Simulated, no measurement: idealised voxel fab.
The document below concerns the process module designated voxel trench capacitor.
The figure presents cross-section cut, which has a width of 245 nm and is divided into square cells with an edge length of 5 nm.
A cross-section is written here as square cells arranged in a grid, and it is given in bands from the top down, each band taking up one or more rows of cells. The entry gives the band's vertical extent as a top height and a bottom height in nm, then its horizontal make-up as materials from left to right, each with a width in nm. "blank" stands for empty space; a single material marked "everywhere" fills the band edge to edge. Height is counted from the level 0, under which the received wafer is composed throughout of one material. The lowest of the bands is not closed at the bottom but continues downward, in the notation "0 down". Width "30 to 40": first value at the band's top row of cells, second value at its bottom row, equal change from row to row. Key: "changes: none" - step with no changed cell in the cross-section. Entry "Fully sealed cavities" = empty spaces >= 8 cells with no open way to the top; each as width x height at distance, distance from left edge, all nm. Whatever follows a step's settings on its line is a remark the simulator itself makes about that step. overlay nm: mask right of planned place by this much (step with mask). Neg. = left.
Listed below are the process steps as planned:
| 1 | RECEIVE,material Si |
| 2 | CONFORMAL_DEP,material SiN,thk nm 5 |
| 3 | PATTERN,tone open,mask id TRENCH,material resist,width nm 30,pitch nm 45,thk nm 15,overlay nm 0 |
| 4 | DIRECTIONAL_ETCH,etch materials SiN,depth nm 5 |
| 5 | DIRECTIONAL_ETCH,etch materials Si,depth nm 40 |
| 6 | STRIP,etch materials resist |
| 7 | CONFORMAL_DEP,material HfO2,thk nm 5 |
| 8 | CONFORMAL_DEP,material TiN,thk nm 5 |
| 9 | FILL_DEP,material W,thk nm 5 |
| 10 | CMP,height nm 5 |
Shown in cross-section is the wafer as received, that is, as it stands after step 1:
* 0 down: Si everywhere
* Fully sealed cavities: none
Final cross-section, module run with one mistake (start and plan as above):
* 5 to 0: SiN (45)  HfO2 (5)  TiN (10)  HfO2 (5)  SiN (25)  HfO2 (5)  TiN (10)  HfO2 (5)  SiN (25)  HfO2 (5)  TiN (10)  HfO2 (5)  SiN (25)  HfO2 (5)  TiN (10)  HfO2 (5)  SiN (45)
* 0 to -35: Si (45)  HfO2 (5)  TiN (10)  HfO2 (5)  Si (25)  HfO2 (5)  TiN (10)  HfO2 (5)  Si (25)  HfO2 (5)  TiN (10)  HfO2 (5)  Si (25)  HfO2 (5)  TiN (10)  HfO2 (5)  Si (45)
* -35 to -40: Si (45)  HfO2 (20)  Si (25)  HfO2 (20)  Si (25)  HfO2 (20)  Si (25)  HfO2 (20)  Si (45)
* -40 down: Si everywhere
* Fully sealed cavities: none
Run error: contrary to plan, step 3 was performed as PATTERN,tone open,mask id TRENCH,material resist,width nm 20,pitch nm 45,thk nm 15,overlay nm 0
